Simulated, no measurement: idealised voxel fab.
You're looking at the process module voxel transistor to metal.
cross-section cut | 210 nm wide | cells 5 nm
Think of the cross-section as a grid of square cells. We describe it in bands, top to bottom, and each band covers one or more rows of those cells.
Within each band entry, the heights of the top and of the bottom of the band appear first, in that order and in nm; the materials of the band then follow from left to right, each with its corresponding width in nm. The designation "throughout" on a single material indicates that it fills the band from edge to edge; the designation "empty" indicates empty space.
Heights are measured from 0, the level below which the as-received wafer is all one material; the lowest band has no bottom and continues downward, written as in "0..down".
The expression "30->40" gives the width at the extremes of the band, the first number at its top row of cells and the second at its bottom row, with the width changing by equal amounts from each row to the next in between.
Step marked "remains unaltered"? Then no cell in the cross-section changed in it.
Closed-off voids of 8+ cells (no open route to the top) go in "Closed void entries", written width x height at distance from the left edge, in nm.
On each step's line, the part that comes after the settings is the simulator's own comment on the step.
"overlay nm" on a masked step: distance the mask lay right of its planned place, negative for left.
[plan]
1. RECEIVE,material Si
2. CONFORMAL_DEP,material SiO2,thk nm 5
3. CONFORMAL_DEP,material SiN,thk nm 10
4. MASKED_ETCH,tone cover,mask id ACTIVE,width nm 110,etch materials SiN,depth nm 10,overlay nm 0
5. MASKED_ETCH,tone cover,mask id ACTIVE,width nm 110,etch materials SiO2,depth nm 5,overlay nm 0
6. MASKED_ETCH,tone cover,mask id ACTIVE,width nm 110,etch materials Si,depth nm 25,overlay nm 0
7. FILL_DEP,material SiO2,thk nm 10
8. CMP,height nm 15
9. SELECTIVE_ETCH,etch materials SiO2,depth nm 5
10. STRIP,etch materials SiN
11. SELECTIVE_ETCH,etch materials SiO2,depth nm 5
12. OXIDIZE,depth nm 5
13. DIRECTIONAL_DEP,material polySi,thk nm 25
14. DIRECTIONAL_DEP,material SiCN,thk nm 15
15. MASKED_ETCH,tone cover,mask id GATE,width nm 30,etch materials SiCN,depth nm 25,overlay nm 0
16. MASKED_ETCH,tone cover,mask id GATE,width nm 30,etch materials polySi,depth nm 35,overlay nm 0
17. CONFORMAL_DEP,material SiN,thk nm 5
18. DIRECTIONAL_ETCH,etch materials SiN,depth nm 5
19. DIRECTIONAL_ETCH,etch materials SiO2,depth nm 5
20. DIRECTIONAL_ETCH,etch materials Si,depth nm 15
21. EPI,material pSi,thk nm 15
22. FILL_DEP,material SiO2,thk nm 5
23. CMP,height nm 25
24. STRIP,etch materials polySi
25. SELECTIVE_ETCH,etch materials SiO2,depth nm 5
26. CONFORMAL_DEP,material HfO2,thk nm 5
27. CONFORMAL_DEP,material TiN,thk nm 5
28. FILL_DEP,material W,thk nm 5
29. CMP,height nm 20
30. DIRECTIONAL_DEP,material SiO2,thk nm 15
31. DIRECTIONAL_DEP,material aC,thk nm 15
32. PATTERN,tone open,mask id CONTACT,material resist,width nm 15,pitch nm 75,thk nm 35,overlay nm 0
33. DIRECTIONAL_ETCH,etch materials aC,depth nm 15
34. STRIP,etch materials resist
35. DIRECTIONAL_ETCH,etch materials SiO2,depth nm 40
36. STRIP,etch materials aC
37. CONFORMAL_DEP,material TiN,thk nm 5
38. FILL_DEP,material Ru,thk nm 10
39. CMP,height nm 35
40. CONFORMAL_DEP,material SiCN,thk nm 5
41. DIRECTIONAL_DEP,material lowk,thk nm 25
42. MASKED_ETCH,tone open,mask id METAL_1,width nm 15,pitch nm 75,etch materials lowk,depth nm 25,overlay nm 0
43. MASKED_ETCH,tone open,mask id METAL_1,width nm 15,pitch nm 75,etch materials SiCN,depth nm 5,overlay nm 0
44. CONFORMAL_DEP,material TiN,thk nm 5
45. FILL_DEP,material Cu,thk nm 10
46. CMP,height nm 65
47. CONFORMAL_DEP,material SiN,thk nm 5
[First of two wafers - as planned]
[Here's what the wafer looked like in cross-section when it arrived - that's after step 1]
- 0..down | Si throughout
- Closed void entries: none
[The following cross-section depicts the wafer upon completion of step 2]
- 5..0 | SiO2 throughout
- Unchanged below 0.
[The following cross-section depicts the wafer upon completion of step 3]
- 15..5 | SiN throughout
- Unchanged below 5.
[The following cross-section depicts the wafer upon completion of step 4]
- 15..5 | empty=50 / SiN=110 / empty=50
- Unchanged below 5.
[The following cross-section depicts the wafer upon completion of step 5]
- 15..5 | empty=50 / SiN=110 / empty=50
- 5..0 | empty=50 / SiO2=110 / empty=50
- Unchanged below 0.
[The following cross-section depicts the wafer upon completion of step 6]
- 15..5 | empty=50 / SiN=110 / empty=50
- 5..0 | empty=50 / SiO2=110 / empty=50
- 0..-25 | empty=50 / Si=110 / empty=50
- Unchanged below -25.
[The following cross-section depicts the wafer upon completion of step 7]
- 25..15 | SiO2 throughout
- 15..5 | SiO2=50 / SiN=110 / SiO2=50
- 5..0 | SiO2 throughout
- 0..-25 | SiO2=50 / Si=110 / SiO2=50
- Unchanged below -25.
[The following cross-section depicts the wafer upon completion of step 8]
- 15..5 | SiO2=50 / SiN=110 / SiO2=50
- Unchanged below 5.
[The following cross-section depicts the wafer upon completion of step 9]
- 15..10 | empty=50 / SiN=110 / empty=50
- Unchanged below 10.
[The following cross-section depicts the wafer upon completion of step 10]
- 10..5 | SiO2=50 / empty=110 / SiO2=50
- Unchanged below 5.
[The following cross-section depicts the wafer upon completion of step 11]
- 5..0 | SiO2=45 / empty=120 / SiO2=45
- Unchanged below 0.
[The following cross-section depicts the wafer upon completion of step 12]
- 5..0 | SiO2=45 / empty=120 / SiO2=45
- 0..-5 | SiO2 throughout
- Unchanged below -5.
[The following cross-section depicts the wafer upon completion of step 13]
- 30..25 | polySi=45 / empty=120 / polySi=45
- 25..5 | polySi throughout
- 5..0 | SiO2=45 / polySi=120 / SiO2=45
- Unchanged below 0.
[The following cross-section depicts the wafer upon completion of step 14]
- 45..40 | SiCN=45 / empty=120 / SiCN=45
- 40..30 | SiCN throughout
- 30..25 | polySi=45 / SiCN=120 / polySi=45
- Unchanged below 25.
[The following cross-section depicts the wafer upon completion of step 15]
- 40..30 | empty=90 / SiCN=30 / empty=90
- 30..25 | polySi=45 / empty=45 / SiCN=30 / empty=45 / polySi=45
- Unchanged below 25.
[The following cross-section depicts the wafer upon completion of step 16]
- 40..25 | empty=90 / SiCN=30 / empty=90
- 25..5 | empty=90 / polySi=30 / empty=90
- 5..0 | SiO2=45 / empty=45 / polySi=30 / empty=45 / SiO2=45
- Unchanged below 0.
[The following cross-section depicts the wafer upon completion of step 17]
- 45..40 | empty=85 / SiN=40 / empty=85
- 40..25 | empty=85 / SiN=5 / SiCN=30 / SiN=5 / empty=85
- 25..10 | empty=85 / SiN=5 / polySi=30 / SiN=5 / empty=85
- 10..5 | SiN=50 / empty=35 / SiN=5 / polySi=30 / SiN=5 / empty=35 / SiN=50
- 5..0 | SiO2=45 / SiN=45 / polySi=30 / SiN=45 / SiO2=45
- Unchanged below 0.
[The following cross-section depicts the wafer upon completion of step 18]
- 40..25 | empty=85 / SiN=5 / SiCN=30 / SiN=5 / empty=85
- 25..5 | empty=85 / SiN=5 / polySi=30 / SiN=5 / empty=85
- 5..0 | SiO2=45 / SiN=5 / empty=35 / SiN=5 / polySi=30 / SiN=5 / empty=35 / SiN=5 / SiO2=45
- Unchanged below 0.
[The following cross-section depicts the wafer upon completion of step 19]
- 40..25 | empty=85 / SiN=5 / SiCN=30 / SiN=5 / empty=85
- 25..5 | empty=85 / SiN=5 / polySi=30 / SiN=5 / empty=85
- 5..0 | empty=45 / SiN=5 / empty=35 / SiN=5 / polySi=30 / SiN=5 / empty=35 / SiN=5 / empty=45
- 0..-5 | SiO2=50 / empty=35 / SiO2=40 / empty=35 / SiO2=50
- Unchanged below -5.
[The following cross-section depicts the wafer upon completion of step 20]
- 40..25 | empty=85 / SiN=5 / SiCN=30 / SiN=5 / empty=85
- 25..5 | empty=85 / SiN=5 / polySi=30 / SiN=5 / empty=85
- 5..0 | empty=45 / SiN=5 / empty=35 / SiN=5 / polySi=30 / SiN=5 / empty=35 / SiN=5 / empty=45
- 0..-5 | SiO2=50 / empty=35 / SiO2=40 / empty=35 / SiO2=50
- -5..-20 | SiO2=50 / empty=35 / Si=40 / empty=35 / SiO2=50
- Unchanged below -20.
[The following cross-section depicts the wafer upon completion of step 21]
- 40..25 | empty=85 / SiN=5 / SiCN=30 / SiN=5 / empty=85
- 25..10 | empty=85 / SiN=5 / polySi=30 / SiN=5 / empty=85
- 10..5 | empty=70 / pSi=15 / SiN=5 / polySi=30 / SiN=5 / pSi=15 / empty=70
- 5..0 | empty=45 / SiN=5 / empty=20 / pSi=15 / SiN=5 / polySi=30 / SiN=5 / pSi=15 / empty=20 / SiN=5 / empty=45
- 0..-5 | SiO2=50 / empty=20 / pSi=15 / SiO2=40 / pSi=15 / empty=20 / SiO2=50
- -5..-20 | SiO2=50 / pSi=35 / Si=40 / pSi=35 / SiO2=50
- Unchanged below -20.
[The following cross-section depicts the wafer upon completion of step 22]
- 45..40 | SiO2 throughout
- 40..25 | SiO2=85 / SiN=5 / SiCN=30 / SiN=5 / SiO2=85
- 25..10 | SiO2=85 / SiN=5 / polySi=30 / SiN=5 / SiO2=85
- 10..5 | SiO2=70 / pSi=15 / SiN=5 / polySi=30 / SiN=5 / pSi=15 / SiO2=70
- 5..0 | SiO2=45 / SiN=5 / SiO2=20 / pSi=15 / SiN=5 / polySi=30 / SiN=5 / pSi=15 / SiO2=20 / SiN=5 / SiO2=45
- 0..-5 | SiO2=70 / pSi=15 / SiO2=40 / pSi=15 / SiO2=70
- Unchanged below -5.
[The following cross-section depicts the wafer upon completion of step 23]
- 25..10 | SiO2=85 / SiN=5 / polySi=30 / SiN=5 / SiO2=85
- Unchanged below 10.
[The following cross-section depicts the wafer upon completion of step 24]
- 25..10 | SiO2=85 / SiN=5 / empty=30 / SiN=5 / SiO2=85
- 10..5 | SiO2=70 / pSi=15 / SiN=5 / empty=30 / SiN=5 / pSi=15 / SiO2=70
- 5..0 | SiO2=45 / SiN=5 / SiO2=20 / pSi=15 / SiN=5 / empty=30 / SiN=5 / pSi=15 / SiO2=20 / SiN=5 / SiO2=45
- Unchanged below 0.
[The following cross-section depicts the wafer upon completion of step 25]
- 25..20 | empty=85 / SiN=5 / empty=30 / SiN=5 / empty=85
- 20..10 | SiO2=85 / SiN=5 / empty=30 / SiN=5 / SiO2=85
- 10..5 | SiO2=70 / pSi=15 / SiN=5 / empty=30 / SiN=5 / pSi=15 / SiO2=70
- 5..0 | SiO2=45 / SiN=5 / SiO2=20 / pSi=15 / SiN=5 / empty=30 / SiN=5 / pSi=15 / SiO2=20 / SiN=5 / SiO2=45
- 0..-5 | SiO2=70 / pSi=15 / empty=40 / pSi=15 / SiO2=70
- Unchanged below -5.
[The following cross-section depicts the wafer upon completion of step 26]
- 30..25 | empty=80 / HfO2=15 / empty=20 / HfO2=15 / empty=80
- 25..20 | HfO2=85 / SiN=5 / HfO2=5 / empty=20 / HfO2=5 / SiN=5 / HfO2=85
- 20..10 | SiO2=85 / SiN=5 / HfO2=5 / empty=20 / HfO2=5 / SiN=5 / SiO2=85
- 10..5 | SiO2=70 / pSi=15 / SiN=5 / HfO2=5 / empty=20 / HfO2=5 / SiN=5 / pSi=15 / SiO2=70
- 5..0 | SiO2=45 / SiN=5 / SiO2=20 / pSi=15 / SiN=5 / HfO2=5 / empty=20 / HfO2=5 / SiN=5 / pSi=15 / SiO2=20 / SiN=5 / SiO2=45
- 0..-5 | SiO2=70 / pSi=15 / HfO2=40 / pSi=15 / SiO2=70
- Unchanged below -5.
[The following cross-section depicts the wafer upon completion of step 27]
- 35..30 | empty=75 / TiN=25 / empty=10 / TiN=25 / empty=75
- 30..25 | TiN=80 / HfO2=15 / TiN=5 / empty=10 / TiN=5 / HfO2=15 / TiN=80
- 25..20 | HfO2=85 / SiN=5 / HfO2=5 / TiN=5 / empty=10 / TiN=5 / HfO2=5 / SiN=5 / HfO2=85
- 20..10 | SiO2=85 / SiN=5 / HfO2=5 / TiN=5 / empty=10 / TiN=5 / HfO2=5 / SiN=5 / SiO2=85
- 10..5 | SiO2=70 / pSi=15 / SiN=5 / HfO2=5 / TiN=5 / empty=10 / TiN=5 / HfO2=5 / SiN=5 / pSi=15 / SiO2=70
- 5..0 | SiO2=45 / SiN=5 / SiO2=20 / pSi=15 / SiN=5 / HfO2=5 / TiN=20 / HfO2=5 / SiN=5 / pSi=15 / SiO2=20 / SiN=5 / SiO2=45
- Unchanged below 0.
[The following cross-section depicts the wafer upon completion of step 28]
- 40..35 | W throughout
- 35..30 | W=75 / TiN=25 / W=10 / TiN=25 / W=75
- 30..25 | TiN=80 / HfO2=15 / TiN=5 / W=10 / TiN=5 / HfO2=15 / TiN=80
- 25..20 | HfO2=85 / SiN=5 / HfO2=5 / TiN=5 / W=10 / TiN=5 / HfO2=5 / SiN=5 / HfO2=85
- 20..10 | SiO2=85 / SiN=5 / HfO2=5 / TiN=5 / W=10 / TiN=5 / HfO2=5 / SiN=5 / SiO2=85
- 10..5 | SiO2=70 / pSi=15 / SiN=5 / HfO2=5 / TiN=5 / W=10 / TiN=5 / HfO2=5 / SiN=5 / pSi=15 / SiO2=70
- Unchanged below 5.
[The following cross-section depicts the wafer upon completion of step 29]
- 20..10 | SiO2=85 / SiN=5 / HfO2=5 / TiN=5 / W=10 / TiN=5 / HfO2=5 / SiN=5 / SiO2=85
- Unchanged below 10.
[The following cross-section depicts the wafer upon completion of step 30]
- 35..20 | SiO2 throughout
- Unchanged below 20.
[The following cross-section depicts the wafer upon completion of step 31]
- 50..35 | aC throughout
- Unchanged below 35.
[The following cross-section depicts the wafer upon completion of step 32]
- 85..50 | resist=60 / empty=15 / resist=60 / empty=15 / resist=60
- Unchanged below 50.
[The following cross-section depicts the wafer upon completion of step 33]
- 70..50 | resist=60 / empty=15 / resist=60 / empty=15 / resist=60
- 50..35 | aC=60 / empty=15 / aC=60 / empty=15 / aC=60
- Unchanged below 35.
[The following cross-section depicts the wafer upon completion of step 34]
- 50..35 | aC=60 / empty=15 / aC=60 / empty=15 / aC=60
- Unchanged below 35.
[The following cross-section depicts the wafer upon completion of step 35]
- 50..35 | aC=60 / empty=15 / aC=60 / empty=15 / aC=60
- 35..20 | SiO2=60 / empty=15 / SiO2=60 / empty=15 / SiO2=60
- 20..10 | SiO2=60 / empty=15 / SiO2=10 / SiN=5 / HfO2=5 / TiN=5 / W=10 / TiN=5 / HfO2=5 / SiN=5 / SiO2=10 / empty=15 / SiO2=60
- 10..5 | SiO2=60 / empty=10 / pSi=15 / SiN=5 / HfO2=5 / TiN=5 / W=10 / TiN=5 / HfO2=5 / SiN=5 / pSi=15 / empty=10 / SiO2=60
- 5..0 | SiO2=45 / SiN=5 / SiO2=10 / empty=10 / pSi=15 / SiN=5 / HfO2=5 / TiN=20 / HfO2=5 / SiN=5 / pSi=15 / empty=10 / SiO2=10 / SiN=5 / SiO2=45
- 0..-5 | SiO2=60 / empty=10 / pSi=15 / HfO2=40 / pSi=15 / empty=10 / SiO2=60
- Unchanged below -5.
[The following cross-section depicts the wafer upon completion of step 36]
- 35..20 | SiO2=60 / empty=15 / SiO2=60 / empty=15 / SiO2=60
- Unchanged below 20.
[The following cross-section depicts the wafer upon completion of step 37]
- 40..35 | TiN=65 / empty=5 / TiN=70 / empty=5 / TiN=65
- 35..20 | SiO2=60 / TiN=5 / empty=5 / TiN=5 / SiO2=60 / TiN=5 / empty=5 / TiN=5 / SiO2=60
- 20..15 | SiO2=60 / TiN=5 / empty=5 / TiN=5 / SiO2=10 / SiN=5 / HfO2=5 / TiN=5 / W=10 / TiN=5 / HfO2=5 / SiN=5 / SiO2=10 / TiN=5 / empty=5 / TiN=5 / SiO2=60
- 15..10 | SiO2=60 / TiN=15 / SiO2=10 / SiN=5 / HfO2=5 / TiN=5 / W=10 / TiN=5 / HfO2=5 / SiN=5 / SiO2=10 / TiN=15 / SiO2=60
- 10..5 | SiO2=60 / TiN=10 / pSi=15 / SiN=5 / HfO2=5 / TiN=5 / W=10 / TiN=5 / HfO2=5 / SiN=5 / pSi=15 / TiN=10 / SiO2=60
- 5..0 | SiO2=45 / SiN=5 / SiO2=10 / TiN=10 / pSi=15 / SiN=5 / HfO2=5 / TiN=20 / HfO2=5 / SiN=5 / pSi=15 / TiN=10 / SiO2=10 / SiN=5 / SiO2=45
- 0..-5 | SiO2=60 / TiN=10 / pSi=15 / HfO2=40 / pSi=15 / TiN=10 / SiO2=60
- Unchanged below -5.
[The following cross-section depicts the wafer upon completion of step 38]
- 50..40 | Ru throughout
- 40..35 | TiN=65 / Ru=5 / TiN=70 / Ru=5 / TiN=65
- 35..20 | SiO2=60 / TiN=5 / Ru=5 / TiN=5 / SiO2=60 / TiN=5 / Ru=5 / TiN=5 / SiO2=60
- 20..15 | SiO2=60 / TiN=5 / Ru=5 / TiN=5 / SiO2=10 / SiN=5 / HfO2=5 / TiN=5 / W=10 / TiN=5 / HfO2=5 / SiN=5 / SiO2=10 / TiN=5 / Ru=5 / TiN=5 / SiO2=60
- Unchanged below 15.
[The following cross-section depicts the wafer upon completion of step 39]
- 35..20 | SiO2=60 / TiN=5 / Ru=5 / TiN=5 / SiO2=60 / TiN=5 / Ru=5 / TiN=5 / SiO2=60
- Unchanged below 20.
[The following cross-section depicts the wafer upon completion of step 40]
- 40..35 | SiCN throughout
- Unchanged below 35.
[The following cross-section depicts the wafer upon completion of step 41]
- 65..40 | lowk throughout
- Unchanged below 40.
[The following cross-section depicts the wafer upon completion of step 42]
- 65..40 | lowk=60 / empty=15 / lowk=60 / empty=15 / lowk=60
- Unchanged below 40.
[The following cross-section depicts the wafer upon completion of step 43]
- 65..40 | lowk=60 / empty=15 / lowk=60 / empty=15 / lowk=60
- 40..35 | SiCN=60 / empty=15 / SiCN=60 / empty=15 / SiCN=60
- Unchanged below 35.
[The following cross-section depicts the wafer upon completion of step 44]
- 70..65 | TiN=65 / empty=5 / TiN=70 / empty=5 / TiN=65
- 65..40 | lowk=60 / TiN=5 / empty=5 / TiN=5 / lowk=60 / TiN=5 / empty=5 / TiN=5 / lowk=60
- 40..35 | SiCN=60 / TiN=15 / SiCN=60 / TiN=15 / SiCN=60
- Unchanged below 35.
[The following cross-section depicts the wafer upon completion of step 45]
- 80..70 | Cu throughout
- 70..65 | TiN=65 / Cu=5 / TiN=70 / Cu=5 / TiN=65
- 65..40 | lowk=60 / TiN=5 / Cu=5 / TiN=5 / lowk=60 / TiN=5 / Cu=5 / TiN=5 / lowk=60
- Unchanged below 40.
[The following cross-section depicts the wafer upon completion of step 46]
- 65..40 | lowk=60 / TiN=5 / Cu=5 / TiN=5 / lowk=60 / TiN=5 / Cu=5 / TiN=5 / lowk=60
- Unchanged below 40.
[The following cross-section depicts the wafer upon completion of step 47]
- 70..65 | SiN throughout
- Unchanged below 65.
[Second wafer. Start and plan as for the first. One mistake made in running. Agrees with the first up to and including step 41]
[Second wafer, cut view, end of step 42 per plan]
- 65..40 | lowk=60 / empty=20 / lowk=55 / empty=20 / lowk=55
- Unchanged below 40.
[Second wafer, cut view, end of step 43 per plan]
- 65..40 | lowk=60 / empty=20 / lowk=55 / empty=20 / lowk=55
- 40..35 | SiCN=60 / empty=15 / SiCN=60 / empty=15 / SiCN=60
- Unchanged below 35.
[Second wafer, cut view, end of step 44 per plan]
- 70..65 | TiN=65 / empty=10 / TiN=65 / empty=10 / TiN=60
- 65..45 | lowk=60 / TiN=5 / empty=10 / TiN=5 / lowk=55 / TiN=5 / empty=10 / TiN=5 / lowk=55
- 45..40 | lowk=60 / TiN=5 / empty=5 / TiN=10 / lowk=55 / TiN=5 / empty=5 / TiN=10 / lowk=55
- 40..35 | SiCN=60 / TiN=15 / SiCN=60 / TiN=15 / SiCN=60
- Unchanged below 35.
[Second wafer, cut view, end of step 45 per plan]
- 80..70 | Cu throughout
- 70..65 | TiN=65 / Cu=10 / TiN=65 / Cu=10 / TiN=60
- 65..45 | lowk=60 / TiN=5 / Cu=10 / TiN=5 / lowk=55 / TiN=5 / Cu=10 / TiN=5 / lowk=55
- 45..40 | lowk=60 / TiN=5 / Cu=5 / TiN=10 / lowk=55 / TiN=5 / Cu=5 / TiN=10 / lowk=55
- Unchanged below 40.
[Second wafer, cut view, end of step 46 per plan]
- 65..45 | lowk=60 / TiN=5 / Cu=10 / TiN=5 / lowk=55 / TiN=5 / Cu=10 / TiN=5 / lowk=55
- Unchanged below 45.
[Second wafer, cut view, end of step 47 per plan]
- 70..65 | SiN throughout
- Unchanged below 65.
Error vs. plan: step 42 was not run as planned; what actually ran was MASKED_ETCH,tone open,mask id METAL_1,width nm 20,pitch nm 75,etch materials lowk,depth nm 25,overlay nm 0
Per the end-of-run cell counts, the second wafer holds more or fewer of some materials than the first: 8 more of Cu; 2 more of TiN; 10 fewer of lowk
